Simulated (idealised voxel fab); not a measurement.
This is a process module. Its name is voxel self aligned contacts.
In the cross-section labelled cut, the width is 280 nm and each square cell is 5 nm.
Cross-sections here: square-cell grids, written as top-down lists of bands, a band being one or more rows of cells. It is stipulated that each band's entry specify, in nanometres, the height of the top of the band and then that of its bottom, followed by the materials of the band in left-to-right sequence, each together with its width in nanometres. A single material marked by the word "throughout" is understood to fill the band from edge to edge; the word "air" is understood to denote empty space. All heights in this document are referenced to 0, defined as the level beneath which the wafer, as received, consists entirely of one material. The lowest band is not bounded below; it extends indefinitely downward and is written in the form "0 nm and below". With a width like "30 to 40", each row of cells in the band differs from the next by the same amount, the top row carrying the first number and the bottom row the second. Basically "no change occurred" means that step didn't change any cell in the cross-section. Listed in "Closed void register": every empty space of 8 or more cells without an open way to the top. Form: width x height at distance, the distance being from the left edge, all in nm. Read whatever lies past the settings on a step's line as the simulator's own remark about the step. You can add "overlay nm" to a step's line. For a step with a mask, it describes how far the mask lay to the right of its planned position, and a negative number describes a lay to the left.

**Set out below are the planned steps of the process**
step 1: RECEIVE | material Si
step 2: CONFORMAL_DEP | material SiO2 | thk nm 5
step 3: DIRECTIONAL_DEP | material polySi | thk nm 20
step 4: DIRECTIONAL_DEP | material SiN | thk nm 20
step 5: MASKED_ETCH | tone cover | mask id GATE | width nm 25 | pitch nm 55 | etch materials SiN | depth nm 20 | overlay nm 0
step 6: MASKED_ETCH | tone cover | mask id GATE | width nm 25 | pitch nm 55 | etch materials polySi | depth nm 20 | overlay nm 0
step 7: CONFORMAL_DEP | material SiN | thk nm 5
step 8: DIRECTIONAL_ETCH | etch materials SiN | depth nm 5
step 9: FILL_DEP | material SiO2 | thk nm 15
step 10: CMP | height nm 50
step 11: MASKED_ETCH | tone open | mask id CONTACT | width nm 40 | pitch nm 55 | etch materials SiO2 | depth nm 50 | overlay nm 0
step 12: CONFORMAL_DEP | material TiN | thk nm 5
step 13: FILL_DEP | material W | thk nm 5
step 14: CMP | height nm 50
step 15: CONFORMAL_DEP | material SiCN | thk nm 5

**Incoming wafer, cross-sectional view, post step 1**
- 0 nm and below  Si throughout
- Closed void register: none

**Cross-section taken at module completion on the first of two wafers; processed per the plan**
- 55 nm to 50 nm  SiCN throughout
- 50 nm to 45 nm  SiO2 90 nm; TiN 15 nm; W 10 nm; TiN 15 nm; SiO2 15 nm; TiN 15 nm; W 10 nm; TiN 15 nm; SiO2 95 nm
- 45 nm to 25 nm  SiO2 65 nm; SiN 35 nm; TiN 5 nm; W 10 nm; TiN 5 nm; SiN 35 nm; TiN 5 nm; W 10 nm; TiN 5 nm; SiN 35 nm; SiO2 70 nm
- 25 nm to 5 nm  SiO2 65 nm; SiN 5 nm; polySi 25 nm; SiN 5 nm; TiN 5 nm; W 10 nm; TiN 5 nm; SiN 5 nm; polySi 25 nm; SiN 5 nm; TiN 5 nm; W 10 nm; TiN 5 nm; SiN 5 nm; polySi 25 nm; SiN 5 nm; SiO2 70 nm
- 5 nm to 0 nm  SiO2 100 nm; TiN 20 nm; SiO2 35 nm; TiN 20 nm; SiO2 105 nm
- 0 nm and below  Si throughout
- Closed void register: none

**This cross-section belongs to the second wafer of two at the end of the module; the start and the plan were shared with the first, and the run included one mistake**
- 55 nm to 50 nm  SiCN throughout
- 50 nm to 40 nm  SiO2 90 nm; TiN 5 to 10 nm; W 30 to 20 nm; TiN 5 to 10 nm; SiO2 15 nm; TiN 5 to 10 nm; W 30 to 20 nm; TiN 5 to 10 nm; SiO2 95 nm
- 40 nm to 25 nm  SiO2 70 nm; SiN 25 nm; TiN 5 nm; W 20 nm; TiN 5 nm; SiN 25 nm; TiN 5 nm; W 20 nm; TiN 5 nm; SiN 25 nm; SiO2 75 nm
- 25 nm to 5 nm  SiO2 70 nm; polySi 25 nm; TiN 5 nm; W 20 nm; TiN 5 nm; polySi 25 nm; TiN 5 nm; W 20 nm; TiN 5 nm; polySi 25 nm; SiO2 75 nm
- 5 nm to 0 nm  SiO2 95 nm; TiN 30 nm; SiO2 25 nm; TiN 30 nm; SiO2 100 nm
- 0 nm and below  Si throughout
- Closed void register: none
Error vs. plan: step 7 of the plan got skipped, so it never ran
Looking at both finished wafers in cells, the second ends up ahead of or behind the first on some materials: SiN: 63 fewer; SiO2: 23 more; W: 40 more
